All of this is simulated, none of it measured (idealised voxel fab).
The process module that follows is named voxel transistor to metal.
Cross-section cut: width 200 nm, square cells of 5 nm.
If you're reading a cross-section in this doc, picture square cells in a grid; it comes to you as bands, top ones listed first down to the bottom, and a band can be one or more rows of cells.
This entry defines a band. It first specifies the height of the band's top and the height of its bottom in nm, and then specifies the band's materials from left to right, stating each material with its width in nm. The word "everywhere" identifies a single material that fills the band from edge to edge, while the word "air" identifies empty space.
Beneath 0, the wafer as received is one material, and that level is where height counting begins. The lowest band goes on downward without a bottom; it is written like "0..down".
The notation "30..40" denotes a width that varies across the rows of cells in the band, beginning at the first number in the top row, finishing at the second number in the bottom row, and changing by an identical amount from each row to the next.
Basically "identical to before" means that step didn't change any cell in the cross-section.
In "Unvented voids" the enclosed voids are listed, meaning empty spaces of 8 cells or larger without any opening to the top. The form is width x height at distance, distance from the left edge, units nm.
On each step's line, the part that comes after the settings is the simulator's own comment on the step.
Among the settings permitted on a step's line is "overlay nm"; applied to a step with a mask, it specifies the extent to which the mask lay to the right of its planned position, whereas a negative figure signifies a position to the left.
Each pair of cross-sections that follows straddles one process step: the one shows the state before the step, the other the state after it, down to the lowest band that changed and no further. The step in question, and its settings, are given under the pair. Note that a pair is not necessarily a continuation of the pair above it, since pairs can come from different runs of this module on the same starting wafer; it is a continuation only where its entry headed "Pre-process state" says so.
### Pre-process state
    0..down: Si everywhere
    Unvented voids: none
### Resultant Cross-Section
    5..0: SiO2 everywhere
    Whatever lies below 0 is exactly as it was before.
    Unvented voids: none
Processing between the before and after sections above: op CONFORMAL_DEP | material SiO2 | thk nm 5
Pre-process state: Reference is made to the cross-section shown after the step in the pair directly above, which represents the state prior to this step.
### Resultant Cross-Section
    20..5: SiN everywhere
    Whatever lies below 5 is exactly as it was before.
    Unvented voids: none
Processing between the before and after sections above: op CONFORMAL_DEP | material SiN | thk nm 15
Pre-process state: Reference is made to the cross-section shown after the step in the pair directly above, which represents the state prior to this step.
### Resultant Cross-Section
    20..5: air 45 nm, SiN 110 nm, air 45 nm
    Whatever lies below 5 is exactly as it was before.
    Unvented voids: none
Processing between the before and after sections above: op MASKED_ETCH | tone cover | mask id ACTIVE | width nm 110 | etch materials SiN | depth nm 15 | overlay nm 0
Pre-process state: Reference is made to the cross-section shown after the step in the pair directly above, which represents the state prior to this step.
### Resultant Cross-Section
    20..5: air 45 nm, SiN 110 nm, air 45 nm
    5..0: air 45 nm, SiO2 110 nm, air 45 nm
    Whatever lies below 0 is exactly as it was before.
    Unvented voids: none
Processing between the before and after sections above: op MASKED_ETCH | tone cover | mask id ACTIVE | width nm 110 | etch materials SiO2 | depth nm 5 | overlay nm 0
Pre-process state: Reference is made to the cross-section shown after the step in the pair directly above, which represents the state prior to this step.
### Resultant Cross-Section
    20..5: air 45 nm, SiN 110 nm, air 45 nm
    5..0: air 45 nm, SiO2 110 nm, air 45 nm
    0..-30: air 45 nm, Si 110 nm, air 45 nm
    Whatever lies below -30 is exactly as it was before.
    Unvented voids: none
Processing between the before and after sections above: op MASKED_ETCH | tone cover | mask id ACTIVE | width nm 110 | etch materials Si | depth nm 30 | overlay nm 0
Pre-process state: Reference is made to the cross-section shown after the step in the pair directly above, which represents the state prior to this step.
### Resultant Cross-Section
    35..20: SiO2 everywhere
    20..5: SiO2 45 nm, SiN 110 nm, SiO2 45 nm
    5..0: SiO2 everywhere
    0..-30: SiO2 45 nm, Si 110 nm, SiO2 45 nm
    Whatever lies below -30 is exactly as it was before.
    Unvented voids: none
Processing between the before and after sections above: op FILL_DEP | material SiO2 | thk nm 15
Pre-process state: Reference is made to the cross-section shown after the step in the pair directly above, which represents the state prior to this step.
### Resultant Cross-Section
    20..5: SiO2 45 nm, SiN 110 nm, SiO2 45 nm
    Whatever lies below 5 is exactly as it was before.
    Unvented voids: none
Processing between the before and after sections above: op CMP | height nm 20
Pre-process state: Reference is made to the cross-section shown after the step in the pair directly above, which represents the state prior to this step.
### Resultant Cross-Section
    20..15: air 45 nm, SiN 110 nm, air 45 nm
    Whatever lies below 15 is exactly as it was before.
    Unvented voids: none
Processing between the before and after sections above: op SELECTIVE_ETCH | etch materials SiO2 | depth nm 5
Pre-process state: Reference is made to the cross-section shown after the step in the pair directly above, which represents the state prior to this step.
### Resultant Cross-Section
    15..5: SiO2 45 nm, air 110 nm, SiO2 45 nm
    Whatever lies below 5 is exactly as it was before.
    Unvented voids: none
Processing between the before and after sections above: op STRIP | etch materials SiN
Pre-process state: Reference is made to the cross-section shown after the step in the pair directly above, which represents the state prior to this step.
### Resultant Cross-Section
    10..0: SiO2 40 nm, air 120 nm, SiO2 40 nm
    Whatever lies below 0 is exactly as it was before.
    Unvented voids: none
Processing between the before and after sections above: op SELECTIVE_ETCH | etch materials SiO2 | depth nm 5
Pre-process state: Reference is made to the cross-section shown after the step in the pair directly above, which represents the state prior to this step.
### Resultant Cross-Section
    10..0: SiO2 40 nm, air 120 nm, SiO2 40 nm
    0..-5: SiO2 everywhere
    Whatever lies below -5 is exactly as it was before.
    Unvented voids: none
Processing between the before and after sections above: op OXIDIZE | depth nm 5
Pre-process state: Reference is made to the cross-section shown after the step in the pair directly above, which represents the state prior to this step.
### Resultant Cross-Section
    30..20: polySi 40 nm, air 120 nm, polySi 40 nm
    20..10: polySi everywhere
    10..0: SiO2 40 nm, polySi 120 nm, SiO2 40 nm
    Whatever lies below 0 is exactly as it was before.
    Unvented voids: none
Processing between the before and after sections above: op DIRECTIONAL_DEP | material polySi | thk nm 20
Pre-process state: Reference is made to the cross-section shown after the step in the pair directly above, which represents the state prior to this step.
### Resultant Cross-Section
    40..30: SiCN 40 nm, air 120 nm, SiCN 40 nm
    30..20: polySi 40 nm, SiCN 120 nm, polySi 40 nm
    Whatever lies below 20 is exactly as it was before.
    Unvented voids: none
Processing between the before and after sections above: op DIRECTIONAL_DEP | material SiCN | thk nm 10
Pre-process state: Reference is made to the cross-section shown after the step in the pair directly above, which represents the state prior to this step.
### Resultant Cross-Section
    60..40: air 90 nm, resist 20 nm, air 90 nm
    40..30: SiCN 40 nm, air 50 nm, resist 20 nm, air 50 nm, SiCN 40 nm
    Whatever lies below 30 is exactly as it was before.
    Unvented voids: none
Processing between the before and after sections above: op PATTERN | tone cover | mask id GATE | material resist | width nm 20 | thk nm 20 | overlay nm 0
Pre-process state: Reference is made to the cross-section shown after the step in the pair directly above, which represents the state prior to this step.
### Resultant Cross-Section
    60..30: air 90 nm, resist 20 nm, air 90 nm
    30..20: polySi 40 nm, air 50 nm, SiCN 20 nm, air 50 nm, polySi 40 nm
    Whatever lies below 20 is exactly as it was before.
    Unvented voids: none
Processing between the before and after sections above: op DIRECTIONAL_ETCH | etch materials SiCN | depth nm 20
Pre-process state: Reference is made to the cross-section shown after the step in the pair directly above, which represents the state prior to this step.
### Resultant Cross-Section
    60..30: air 90 nm, resist 20 nm, air 90 nm
    30..20: air 90 nm, SiCN 20 nm, air 90 nm
    20..10: air 90 nm, polySi 20 nm, air 90 nm
    10..0: SiO2 40 nm, air 50 nm, polySi 20 nm, air 50 nm, SiO2 40 nm
    Whatever lies below 0 is exactly as it was before.
    Unvented voids: none
Processing between the before and after sections above: op DIRECTIONAL_ETCH | etch materials polySi | depth nm 30
Pre-process state: Reference is made to the cross-section shown after the step in the pair directly above, which represents the state prior to this step.
### Resultant Cross-Section
    30..20: air 90 nm, SiCN 20 nm, air 90 nm
    Whatever lies below 20 is exactly as it was before.
    Unvented voids: none
Processing between the before and after sections above: op STRIP | etch materials resist
Pre-process state: Reference is made to the cross-section shown after the step in the pair directly above, which represents the state prior to this step.
### Resultant Cross-Section
    35..30: air 85 nm, SiN 30 nm, air 85 nm
    30..20: air 85 nm, SiN 5 nm, SiCN 20 nm, SiN 5 nm, air 85 nm
    20..15: air 85 nm, SiN 5 nm, polySi 20 nm, SiN 5 nm, air 85 nm
    15..10: SiN 45 nm, air 40 nm, SiN 5 nm, polySi 20 nm, SiN 5 nm, air 40 nm, SiN 45 nm
    10..5: SiO2 40 nm, SiN 5 nm, air 40 nm, SiN 5 nm, polySi 20 nm, SiN 5 nm, air 40 nm, SiN 5 nm, SiO2 40 nm
    5..0: SiO2 40 nm, SiN 50 nm, polySi 20 nm, SiN 50 nm, SiO2 40 nm
    Whatever lies below 0 is exactly as it was before.
    Unvented voids: none
Processing between the before and after sections above: op CONFORMAL_DEP | material SiN | thk nm 5
Pre-process state: Reference is made to the cross-section shown after the step in the pair directly above, which represents the state prior to this step.
### Resultant Cross-Section
    30..20: air 85 nm, SiN 5 nm, SiCN 20 nm, SiN 5 nm, air 85 nm
    20..10: air 85 nm, SiN 5 nm, polySi 20 nm, SiN 5 nm, air 85 nm
    10..0: SiO2 40 nm, SiN 5 nm, air 40 nm, SiN 5 nm, polySi 20 nm, SiN 5 nm, air 40 nm, SiN 5 nm, SiO2 40 nm
    Whatever lies below 0 is exactly as it was before.
    Unvented voids: none
Processing between the before and after sections above: op DIRECTIONAL_ETCH | etch materials SiN | depth nm 5
Pre-process state: Reference is made to the cross-section shown after the step in the pair directly above, which represents the state prior to this step.
### Resultant Cross-Section
    30..20: air 85 nm, SiN 5 nm, SiCN 20 nm, SiN 5 nm, air 85 nm
    20..10: air 85 nm, SiN 5 nm, polySi 20 nm, SiN 5 nm, air 85 nm
    10..5: air 40 nm, SiN 5 nm, air 40 nm, SiN 5 nm, polySi 20 nm, SiN 5 nm, air 40 nm, SiN 5 nm, air 40 nm
    5..0: SiO2 40 nm, SiN 5 nm, air 40 nm, SiN 5 nm, polySi 20 nm, SiN 5 nm, air 40 nm, SiN 5 nm, SiO2 40 nm
    0..-5: SiO2 45 nm, air 40 nm, SiO2 30 nm, air 40 nm, SiO2 45 nm
    Whatever lies below -5 is exactly as it was before.
    Unvented voids: none
Processing between the before and after sections above: op DIRECTIONAL_ETCH | etch materials SiO2 | depth nm 5
Pre-process state: Reference is made to the cross-section shown after the step in the pair directly above, which represents the state prior to this step.
### Resultant Cross-Section
    30..20: air 85 nm, SiN 5 nm, SiCN 20 nm, SiN 5 nm, air 85 nm
    20..10: air 85 nm, SiN 5 nm, polySi 20 nm, SiN 5 nm, air 85 nm
    10..5: air 40 nm, SiN 5 nm, air 40 nm, SiN 5 nm, polySi 20 nm, SiN 5 nm, air 40 nm, SiN 5 nm, air 40 nm
    5..0: SiO2 40 nm, SiN 5 nm, air 40 nm, SiN 5 nm, polySi 20 nm, SiN 5 nm, air 40 nm, SiN 5 nm, SiO2 40 nm
    0..-5: SiO2 45 nm, air 40 nm, SiO2 30 nm, air 40 nm, SiO2 45 nm
    -5..-15: SiO2 45 nm, air 40 nm, Si 30 nm, air 40 nm, SiO2 45 nm
    Whatever lies below -15 is exactly as it was before.
    Unvented voids: none
Processing between the before and after sections above: op DIRECTIONAL_ETCH | etch materials Si | depth nm 10
Pre-process state: Reference is made to the cross-section shown after the step in the pair directly above, which represents the state prior to this step.
### Resultant Cross-Section
    30..20: air 85 nm, SiN 5 nm, SiCN 20 nm, SiN 5 nm, air 85 nm
    20..10: air 85 nm, SiN 5 nm, polySi 20 nm, SiN 5 nm, air 85 nm
    10..5: air 40 nm, SiN 5 nm, air 40 nm, SiN 5 nm, polySi 20 nm, SiN 5 nm, air 40 nm, SiN 5 nm, air 40 nm
    5..0: SiO2 40 nm, SiN 5 nm, air 30 nm, SiGe 10 nm, SiN 5 nm, polySi 20 nm, SiN 5 nm, SiGe 10 nm, air 30 nm, SiN 5 nm, SiO2 40 nm
    0..-5: SiO2 45 nm, air 30 nm, SiGe 10 nm, SiO2 30 nm, SiGe 10 nm, air 30 nm, SiO2 45 nm
    -5..-15: SiO2 45 nm, SiGe 40 nm, Si 30 nm, SiGe 40 nm, SiO2 45 nm
    Whatever lies below -15 is exactly as it was before.
    Unvented voids: none
Processing between the before and after sections above: op EPI | material SiGe | thk nm 10
Pre-process state: Reference is made to the cross-section shown after the step in the pair directly above, which represents the state prior to this step.
### Resultant Cross-Section
    40..30: SiO2 everywhere
    30..20: SiO2 85 nm, SiN 5 nm, SiCN 20 nm, SiN 5 nm, SiO2 85 nm
    20..10: SiO2 85 nm, SiN 5 nm, polySi 20 nm, SiN 5 nm, SiO2 85 nm
    10..5: SiO2 40 nm, SiN 5 nm, SiO2 40 nm, SiN 5 nm, polySi 20 nm, SiN 5 nm, SiO2 40 nm, SiN 5 nm, SiO2 40 nm
    5..0: SiO2 40 nm, SiN 5 nm, SiO2 30 nm, SiGe 10 nm, SiN 5 nm, polySi 20 nm, SiN 5 nm, SiGe 10 nm, SiO2 30 nm, SiN 5 nm, SiO2 40 nm
    0..-5: SiO2 75 nm, SiGe 10 nm, SiO2 30 nm, SiGe 10 nm, SiO2 75 nm
    Whatever lies below -5 is exactly as it was before.
    Unvented voids: none
Processing between the before and after sections above: op FILL_DEP | material SiO2 | thk nm 10
Pre-process state: Reference is made to the cross-section shown after the step in the pair directly above, which represents the state prior to this step.
### Resultant Cross-Section
    30..20: SiO2 85 nm, SiN 5 nm, SiCN 20 nm, SiN 5 nm, SiO2 85 nm
    Whatever lies below 20 is exactly as it was before.
    Unvented voids: none
Processing between the before and after sections above: op CMP | height nm 30
Pre-process state: Reference is made to the cross-section shown after the step in the pair directly above, which represents the state prior to this step.
### Resultant Cross-Section
    40..30: SiO2 everywhere
    Whatever lies below 30 is exactly as it was before.
    Unvented voids: none
Processing between the before and after sections above: op DIRECTIONAL_DEP | material SiO2 | thk nm 10
Pre-process state: Reference is made to the cross-section shown after the step in the pair directly above, which represents the state prior to this step.
### Resultant Cross-Section
    40..30: SiO2 55 nm, air 15 nm, SiO2 60 nm, air 15 nm, SiO2 55 nm
    30..20: SiO2 55 nm, air 15 nm, SiO2 15 nm, SiN 5 nm, SiCN 20 nm, SiN 5 nm, SiO2 15 nm, air 15 nm, SiO2 55 nm
    20..10: SiO2 55 nm, air 15 nm, SiO2 15 nm, SiN 5 nm, polySi 20 nm, SiN 5 nm, SiO2 15 nm, air 15 nm, SiO2 55 nm
    10..5: SiO2 40 nm, SiN 5 nm, SiO2 10 nm, air 15 nm, SiO2 15 nm, SiN 5 nm, polySi 20 nm, SiN 5 nm, SiO2 15 nm, air 15 nm, SiO2 10 nm, SiN 5 nm, SiO2 40 nm
    5..0: SiO2 40 nm, SiN 5 nm, SiO2 10 nm, air 15 nm, SiO2 5 nm, SiGe 10 nm, SiN 5 nm, polySi 20 nm, SiN 5 nm, SiGe 10 nm, SiO2 5 nm, air 15 nm, SiO2 10 nm, SiN 5 nm, SiO2 40 nm
    0..-5: SiO2 55 nm, air 15 nm, SiO2 5 nm, SiGe 10 nm, SiO2 30 nm, SiGe 10 nm, SiO2 5 nm, air 15 nm, SiO2 55 nm
    Whatever lies below -5 is exactly as it was before.
    Unvented voids: none
Processing between the before and after sections above: op MASKED_ETCH | tone open | mask id CONTACT | width nm 15 | pitch nm 75 | etch materials SiO2 | depth nm 45 | overlay nm 0
Pre-process state: Reference is made to the cross-section shown after the step in the pair directly above, which represents the state prior to this step.
### Resultant Cross-Section
    45..40: TiN 60 nm, air 5 nm, TiN 70 nm, air 5 nm, TiN 60 nm
    40..30: SiO2 55 nm, TiN 5 nm, air 5 nm, TiN 5 nm, SiO2 60 nm, TiN 5 nm, air 5 nm, TiN 5 nm, SiO2 55 nm
    30..20: SiO2 55 nm, TiN 5 nm, air 5 nm, TiN 5 nm, SiO2 15 nm, SiN 5 nm, SiCN 20 nm, SiN 5 nm, SiO2 15 nm, TiN 5 nm, air 5 nm, TiN 5 nm, SiO2 55 nm
    20..10: SiO2 55 nm, TiN 5 nm, air 5 nm, TiN 5 nm, SiO2 15 nm, SiN 5 nm, polySi 20 nm, SiN 5 nm, SiO2 15 nm, TiN 5 nm, air 5 nm, TiN 5 nm, SiO2 55 nm
    10..5: SiO2 40 nm, SiN 5 nm, SiO2 10 nm, TiN 5 nm, air 5 nm, TiN 5 nm, SiO2 15 nm, SiN 5 nm, polySi 20 nm, SiN 5 nm, SiO2 15 nm, TiN 5 nm, air 5 nm, TiN 5 nm, SiO2 10 nm, SiN 5 nm, SiO2 40 nm
    5..0: SiO2 40 nm, SiN 5 nm, SiO2 10 nm, TiN 5 nm, air 5 nm, TiN 5 nm, SiO2 5 nm, SiGe 10 nm, SiN 5 nm, polySi 20 nm, SiN 5 nm, SiGe 10 nm, SiO2 5 nm, TiN 5 nm, air 5 nm, TiN 5 nm, SiO2 10 nm, SiN 5 nm, SiO2 40 nm
    0..-5: SiO2 55 nm, TiN 15 nm, SiO2 5 nm, SiGe 10 nm, SiO2 30 nm, SiGe 10 nm, SiO2 5 nm, TiN 15 nm, SiO2 55 nm
    Whatever lies below -5 is exactly as it was before.
    Unvented voids: none
Processing between the before and after sections above: op CONFORMAL_DEP | material TiN | thk nm 5
Pre-process state: Reference is made to the cross-section shown after the step in the pair directly above, which represents the state prior to this step.
### Resultant Cross-Section
    55..45: W everywhere
    45..40: TiN 60 nm, W 5 nm, TiN 70 nm, W 5 nm, TiN 60 nm
    40..30: SiO2 55 nm, TiN 5 nm, W 5 nm, TiN 5 nm, SiO2 60 nm, TiN 5 nm, W 5 nm, TiN 5 nm, SiO2 55 nm
    30..20: SiO2 55 nm, TiN 5 nm, W 5 nm, TiN 5 nm, SiO2 15 nm, SiN 5 nm, SiCN 20 nm, SiN 5 nm, SiO2 15 nm, TiN 5 nm, W 5 nm, TiN 5 nm, SiO2 55 nm
    20..10: SiO2 55 nm, TiN 5 nm, W 5 nm, TiN 5 nm, SiO2 15 nm, SiN 5 nm, polySi 20 nm, SiN 5 nm, SiO2 15 nm, TiN 5 nm, W 5 nm, TiN 5 nm, SiO2 55 nm
    10..5: SiO2 40 nm, SiN 5 nm, SiO2 10 nm, TiN 5 nm, W 5 nm, TiN 5 nm, SiO2 15 nm, SiN 5 nm, polySi 20 nm, SiN 5 nm, SiO2 15 nm, TiN 5 nm, W 5 nm, TiN 5 nm, SiO2 10 nm, SiN 5 nm, SiO2 40 nm
    5..0: SiO2 40 nm, SiN 5 nm, SiO2 10 nm, TiN 5 nm, W 5 nm, TiN 5 nm, SiO2 5 nm, SiGe 10 nm, SiN 5 nm, polySi 20 nm, SiN 5 nm, SiGe 10 nm, SiO2 5 nm, TiN 5 nm, W 5 nm, TiN 5 nm, SiO2 10 nm, SiN 5 nm, SiO2 40 nm
    Whatever lies below 0 is exactly as it was before.
    Unvented voids: none
Processing between the before and after sections above: op FILL_DEP | material W | thk nm 10
Pre-process state: Reference is made to the cross-section shown after the step in the pair directly above, which represents the state prior to this step.
### Resultant Cross-Section
    40..30: SiO2 55 nm, TiN 5 nm, W 5 nm, TiN 5 nm, SiO2 60 nm, TiN 5 nm, W 5 nm, TiN 5 nm, SiO2 55 nm
    Whatever lies below 30 is exactly as it was before.
    Unvented voids: none
Processing between the before and after sections above: op CMP | height nm 40
Pre-process state: Reference is made to the cross-section shown after the step in the pair directly above, which represents the state prior to this step.
### Resultant Cross-Section
    45..40: SiCN everywhere
    Whatever lies below 40 is exactly as it was before.
    Unvented voids: none
Processing between the before and after sections above: op CONFORMAL_DEP | material SiCN | thk nm 5
Pre-process state: Reference is made to the cross-section shown after the step in the pair directly above, which represents the state prior to this step.
### Resultant Cross-Section
    65..45: lowk everywhere
    Whatever lies below 45 is exactly as it was before.
    Unvented voids: none
Processing between the before and after sections above: op DIRECTIONAL_DEP | material lowk | thk nm 20
Pre-process state: Reference is made to the cross-section shown after the step in the pair directly above, which represents the state prior to this step.
### Resultant Cross-Section
    65..45: lowk 55 nm, air 15 nm, lowk 60 nm, air 15 nm, lowk 55 nm
    Whatever lies below 45 is exactly as it was before.
    Unvented voids: none
Processing between the before and after sections above: op MASKED_ETCH | tone open | mask id METAL_1 | width nm 15 | pitch nm 75 | etch materials lowk | depth nm 20 | overlay nm 0
Pre-process state: Reference is made to the cross-section shown after the step in the pair directly above, which represents the state prior to this step.
### Resultant Cross-Section
    65..45: lowk 55 nm, air 15 nm, lowk 60 nm, air 15 nm, lowk 55 nm
    45..40: SiCN 55 nm, air 15 nm, SiCN 60 nm, air 15 nm, SiCN 55 nm
    Whatever lies below 40 is exactly as it was before.
    Unvented voids: none
Processing between the before and after sections above: op MASKED_ETCH | tone open | mask id METAL_1 | width nm 15 | pitch nm 75 | etch materials SiCN | depth nm 5 | overlay nm 0
Pre-process state: Reference is made to the cross-section shown after the step in the pair directly above, which represents the state prior to this step.
### Resultant Cross-Section
    70..65: TiN 60 nm, air 5 nm, TiN 70 nm, air 5 nm, TiN 60 nm
    65..45: lowk 55 nm, TiN 5 nm, air 5 nm, TiN 5 nm, lowk 60 nm, TiN 5 nm, air 5 nm, TiN 5 nm, lowk 55 nm
    45..40: SiCN 55 nm, TiN 15 nm, SiCN 60 nm, TiN 15 nm, SiCN 55 nm
    Whatever lies below 40 is exactly as it was before.
    Unvented voids: none
Processing between the before and after sections above: op CONFORMAL_DEP | material TiN | thk nm 5
Pre-process state: Reference is made to the cross-section shown after the step in the pair directly above, which represents the state prior to this step.
### Resultant Cross-Section
    75..70: Cu everywhere
    70..65: TiN 60 nm, Cu 5 nm, TiN 70 nm, Cu 5 nm, TiN 60 nm
    65..45: lowk 55 nm, TiN 5 nm, Cu 5 nm, TiN 5 nm, lowk 60 nm, TiN 5 nm, Cu 5 nm, TiN 5 nm, lowk 55 nm
    Whatever lies below 45 is exactly as it was before.
    Unvented voids: none
Processing between the before and after sections above: op FILL_DEP | material Cu | thk nm 5
Pre-process state: Reference is made to the cross-section shown after the step in the pair directly above, which represents the state prior to this step.
### Resultant Cross-Section
    65..45: lowk 55 nm, TiN 5 nm, Cu 5 nm, TiN 5 nm, lowk 60 nm, TiN 5 nm, Cu 5 nm, TiN 5 nm, lowk 55 nm
    Whatever lies below 45 is exactly as it was before.
    Unvented voids: none
Processing between the before and after sections above: op CMP | height nm 65
Pre-process state: Reference is made to the cross-section shown after the step in the pair directly above, which represents the state prior to this step.
### Resultant Cross-Section
    70..65: air 50 nm, Ru 25 nm, air 50 nm, Ru 25 nm, air 50 nm
    Whatever lies below 65 is exactly as it was before.
    Unvented voids: none
Processing between the before and after sections above: op EPI | material Ru | thk nm 5
Pre-process state: Reference is made to the cross-section shown after the step in the pair directly above, which represents the state prior to this step.
### Resultant Cross-Section
    75..70: SiCN everywhere
    70..65: SiCN 50 nm, Ru 25 nm, SiCN 50 nm, Ru 25 nm, SiCN 50 nm
    Whatever lies below 65 is exactly as it was before.
    Unvented voids: none
Processing between the before and after sections above: op FILL_DEP | material SiCN | thk nm 5
### Pre-process state
    0..down: Si everywhere
    Unvented voids: none
### Resultant Cross-Section
    15..0: SiN everywhere
    Whatever lies below 0 is exactly as it was before.
    Unvented voids: none
Processing between the before and after sections above: op CONFORMAL_DEP | material SiN | thk nm 15
Pre-process state: Reference is made to the cross-section shown after the step in the pair directly above, which represents the state prior to this step.
### Resultant Cross-Section
    15..0: air 45 nm, SiN 110 nm, air 45 nm
    Whatever lies below 0 is exactly as it was before.
    Unvented voids: none
Processing between the before and after sections above: op MASKED_ETCH | tone cover | mask id ACTIVE | width nm 110 | etch materials SiN | depth nm 15 | overlay nm 0
Pre-process state: Reference is made to the cross-section shown after the step in the pair directly above, which represents the state prior to this step.
### Resultant Cross-Section
    15..0: air 45 nm, SiN 110 nm, air 45 nm
    0..-30: air 45 nm, Si 110 nm, air 45 nm
    Whatever lies below -30 is exactly as it was before.
    Unvented voids: none
Processing between the before and after sections above: op MASKED_ETCH | tone cover | mask id ACTIVE | width nm 110 | etch materials Si | depth nm 30 | overlay nm 0
Pre-process state: Reference is made to the cross-section shown after the step in the pair directly above, which represents the state prior to this step.
### Resultant Cross-Section
    30..15: SiO2 everywhere
    15..0: SiO2 45 nm, SiN 110 nm, SiO2 45 nm
    0..-30: SiO2 45 nm, Si 110 nm, SiO2 45 nm
    Whatever lies below -30 is exactly as it was before.
    Unvented voids: none
Processing between the before and after sections above: op FILL_DEP | material SiO2 | thk nm 15
Pre-process state: Reference is made to the cross-section shown after the step in the pair directly above, which represents the state prior to this step.
### Resultant Cross-Section
    20..15: SiO2 everywhere
    Whatever lies below 15 is exactly as it was before.
    Unvented voids: none
Processing between the before and after sections above: op CMP | height nm 20
Pre-process state: Reference is made to the cross-section shown after the step in the pair directly above, which represents the state prior to this step.
### Resultant Cross-Section
    15..0: SiO2 45 nm, SiN 110 nm, SiO2 45 nm
    Whatever lies below 0 is exactly as it was before.
    Unvented voids: none
Processing between the before and after sections above: op SELECTIVE_ETCH | etch materials SiO2 | depth nm 5
Pre-process state: Reference is made to the cross-section shown after the step in the pair directly above, which represents the state prior to this step.
### Resultant Cross-Section
    15..0: SiO2 45 nm, air 110 nm, SiO2 45 nm
    Whatever lies below 0 is exactly as it was before.
    Unvented voids: none
Processing between the before and after sections above: op STRIP | etch materials SiN
Pre-process state: Reference is made to the cross-section shown after the step in the pair directly above, which represents the state prior to this step.
### Resultant Cross-Section
    10..0: SiO2 40 nm, air 120 nm, SiO2 40 nm
    0..-5: SiO2 40 nm, air 5 nm, Si 110 nm, air 5 nm, SiO2 40 nm
    Whatever lies below -5 is exactly as it was before.
    Unvented voids: none
Processing between the before and after sections above: op SELECTIVE_ETCH | etch materials SiO2 | depth nm 5
Pre-process state: Reference is made to the cross-section shown after the step in the pair directly above, which represents the state prior to this step.
### Resultant Cross-Section
    10..0: SiO2 40 nm, air 120 nm, SiO2 40 nm
    0..-5: SiO2 40 nm, air 5 nm, SiO2 110 nm, air 5 nm, SiO2 40 nm
    -5..-10: SiO2 50 nm, Si 100 nm, SiO2 50 nm
    Whatever lies below -10 is exactly as it was before.
    Unvented voids: none
Processing between the before and after sections above: op OXIDIZE | depth nm 5
Pre-process state: Reference is made to the cross-section shown after the step in the pair directly above, which represents the state prior to this step.
### Resultant Cross-Section
    30..20: polySi 40 nm, air 120 nm, polySi 40 nm
    20..15: polySi 40 nm, air 5 nm, polySi 110 nm, air 5 nm, polySi 40 nm
    15..10: polySi everywhere
    10..0: SiO2 40 nm, polySi 120 nm, SiO2 40 nm
    0..-5: SiO2 40 nm, polySi 5 nm, SiO2 110 nm, polySi 5 nm, SiO2 40 nm
    Whatever lies below -5 is exactly as it was before.
    Unvented voids: none
Processing between the before and after sections above: op DIRECTIONAL_DEP | material polySi | thk nm 20
Pre-process state: Reference is made to the cross-section shown after the step in the pair directly above, which represents the state prior to this step.
### Resultant Cross-Section
    40..30: SiCN 40 nm, air 120 nm, SiCN 40 nm
    30..25: polySi 40 nm, air 5 nm, SiCN 110 nm, air 5 nm, polySi 40 nm
    25..20: polySi 40 nm, SiCN 120 nm, polySi 40 nm
    20..15: polySi 40 nm, SiCN 5 nm, polySi 110 nm, SiCN 5 nm, polySi 40 nm
    Whatever lies below 15 is exactly as it was before.
    Unvented voids: none
Processing between the before and after sections above: op DIRECTIONAL_DEP | material SiCN | thk nm 10
Pre-process state: Reference is made to the cross-section shown after the step in the pair directly above, which represents the state prior to this step.
### Resultant Cross-Section
    60..40: air 90 nm, resist 20 nm, air 90 nm
    40..30: SiCN 40 nm, air 50 nm, resist 20 nm, air 50 nm, SiCN 40 nm
    Whatever lies below 30 is exactly as it was before.
    Unvented voids: none
Processing between the before and after sections above: op PATTERN | tone cover | mask id GATE | material resist | width nm 20 | thk nm 20 | overlay nm 0
Pre-process state: Reference is made to the cross-section shown after the step in the pair directly above, which represents the state prior to this step.
### Resultant Cross-Section
    60..30: air 90 nm, resist 20 nm, air 90 nm
    30..20: polySi 40 nm, air 50 nm, SiCN 20 nm, air 50 nm, polySi 40 nm
    20..15: polySi 40 nm, air 5 nm, polySi 110 nm, air 5 nm, polySi 40 nm
    Whatever lies below 15 is exactly as it was before.
    Unvented voids: none
Processing between the before and after sections above: op DIRECTIONAL_ETCH | etch materials SiCN | depth nm 20
Pre-process state: Reference is made to the cross-section shown after the step in the pair directly above, which represents the state prior to this step.
### Resultant Cross-Section
    60..30: air 90 nm, resist 20 nm, air 90 nm
    30..20: air 90 nm, SiCN 20 nm, air 90 nm
    20..10: air 90 nm, polySi 20 nm, air 90 nm
    10..0: SiO2 40 nm, air 50 nm, polySi 20 nm, air 50 nm, SiO2 40 nm
    0..-5: SiO2 40 nm, air 5 nm, SiO2 110 nm, air 5 nm, SiO2 40 nm
    Whatever lies below -5 is exactly as it was before.
    Unvented voids: none
Processing between the before and after sections above: op DIRECTIONAL_ETCH | etch materials polySi | depth nm 30
Pre-process state: Reference is made to the cross-section shown after the step in the pair directly above, which represents the state prior to this step.
### Resultant Cross-Section
    30..20: air 90 nm, SiCN 20 nm, air 90 nm
    Whatever lies below 20 is exactly as it was before.
    Unvented voids: none
Processing between the before and after sections above: op STRIP | etch materials resist
Pre-process state: Reference is made to the cross-section shown after the step in the pair directly above, which represents the state prior to this step.
### Resultant Cross-Section
    35..30: air 85 nm, SiN 30 nm, air 85 nm
    30..20: air 85 nm, SiN 5 nm, SiCN 20 nm, SiN 5 nm, air 85 nm
    20..15: air 85 nm, SiN 5 nm, polySi 20 nm, SiN 5 nm, air 85 nm
    15..10: SiN 45 nm, air 40 nm, SiN 5 nm, polySi 20 nm, SiN 5 nm, air 40 nm, SiN 45 nm
    10..5: SiO2 40 nm, SiN 5 nm, air 40 nm, SiN 5 nm, polySi 20 nm, SiN 5 nm, air 40 nm, SiN 5 nm, SiO2 40 nm
    5..0: SiO2 40 nm, SiN 50 nm, polySi 20 nm, SiN 50 nm, SiO2 40 nm
    0..-5: SiO2 40 nm, SiN 5 nm, SiO2 110 nm, SiN 5 nm, SiO2 40 nm
    Whatever lies below -5 is exactly as it was before.
    Unvented voids: none
Processing between the before and after sections above: op CONFORMAL_DEP | material SiN | thk nm 5
Pre-process state: Reference is made to the cross-section shown after the step in the pair directly above, which represents the state prior to this step.
### Resultant Cross-Section
    30..20: air 85 nm, SiN 5 nm, SiCN 20 nm, SiN 5 nm, air 85 nm
    20..10: air 85 nm, SiN 5 nm, polySi 20 nm, SiN 5 nm, air 85 nm
    10..0: SiO2 40 nm, SiN 5 nm, air 40 nm, SiN 5 nm, polySi 20 nm, SiN 5 nm, air 40 nm, SiN 5 nm, SiO2 40 nm
    Whatever lies below 0 is exactly as it was before.
    Unvented voids: none
Processing between the before and after sections above: op DIRECTIONAL_ETCH | etch materials SiN | depth nm 5
